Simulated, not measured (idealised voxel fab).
Process module under the name voxel self aligned contacts
Cross-section cut: width 225 nm, square cells of 5 nm.
Cross-section, as written here: a square-cell grid given band by band from the top down, where a band holds one or more rows of cells.
Quick guide to a band line: top height, bottom height (nm) up front; then every material left to right with its width in nm. Only one material and it's marked "all across"? Then it fills the band edge to edge. And "air" just means empty space.
The reference from which all heights are counted is 0, the level beneath which the as-received wafer is entirely one material; the lowest band, having no lower bound, proceeds downward and is written after the example "0 down".
With a width like "30 to 40", each row of cells in the band differs from the next by the same amount, the top row carrying the first number and the bottom row the second.
"no alteration" after a step means that no cell of the cross-section changed.
"Entrapped void list" means: voids of 8 cells or more that are shut off from the top with no open way through. Written width x height at distance, distance from the left edge, in nm.
The remark found on a step's line after its settings is issued by the simulator itself and pertains to that step.
The "overlay nm" setting may appear on a step's line; for a step that uses a mask, it gives how far to the right of its planned position the mask lay, and a negative value indicates the left.

Process steps - plan
1 RECEIVE | material Si
2 CONFORMAL_DEP | material SiO2 | thk nm 5
3 DIRECTIONAL_DEP | material polySi | thk nm 30
4 DIRECTIONAL_DEP | material SiN | thk nm 20
5 PATTERN | tone cover | mask id GATE | material resist | width nm 25 | pitch nm 60 | thk nm 20 | overlay nm 0
6 DIRECTIONAL_ETCH | etch materials SiN | depth nm 20
7 DIRECTIONAL_ETCH | etch materials polySi | depth nm 30
8 STRIP | etch materials resist
9 CONFORMAL_DEP | material SiN | thk nm 5
10 DIRECTIONAL_ETCH | etch materials SiN | depth nm 5
11 FILL_DEP | material SiO2 | thk nm 15
12 CMP | height nm 60
13 MASKED_ETCH | tone open | mask id CONTACT | width nm 45 | etch materials SiO2 | depth nm 60 | overlay nm 0
14 CONFORMAL_DEP | material TiN | thk nm 5
15 FILL_DEP | material Ru | thk nm 10
16 CMP | height nm 60
17 CONFORMAL_DEP | material SiCN | thk nm 5

Cross-section of the wafer at receipt, which is the condition after step 1
0 down: Si all across
Entrapped void list: none

First wafer of two, sectioned at end of module; run went per plan
65 to 60: SiCN all across
60 to 55: SiO2: 90, then TiN: 15, then Ru: 15, then TiN: 15, then SiO2: 90
55 to 35: SiO2: 65, then SiN: 35, then TiN: 5, then Ru: 15, then TiN: 5, then SiN: 35, then SiO2: 65
35 to 5: SiO2: 65, then SiN: 5, then polySi: 25, then SiN: 5, then TiN: 5, then Ru: 15, then TiN: 5, then SiN: 5, then polySi: 25, then SiN: 5, then SiO2: 65
5 to 0: SiO2: 100, then TiN: 25, then SiO2: 100
0 down: Si all across
Entrapped void list: none

Module end: cross-section of wafer two of two. Same start and process plan as the first wafer. One mistake during execution
65 to 60: SiCN all across
60 to 55: SiO2: 90, then TiN: 15, then SiN: 15, then TiN: 15, then SiO2: 90
55 to 35: SiO2: 65, then SiN: 35, then TiN: 5, then SiN: 15, then TiN: 5, then SiN: 35, then SiO2: 65
35 to 5: SiO2: 65, then SiN: 5, then polySi: 25, then SiN: 5, then TiN: 5, then SiN: 15, then TiN: 5, then SiN: 5, then polySi: 25, then SiN: 5, then SiO2: 65
5 to 0: SiO2: 100, then TiN: 25, then SiO2: 100
0 down: Si all across
Entrapped void list: none
What went wrong in running the wafer? step 15 off recipe, ran as FILL_DEP | material SiN | thk nm 10
Final difference in cells, second wafer against first, listed per material as more or fewer: Ru: 33 fewer, SiN: 33 more
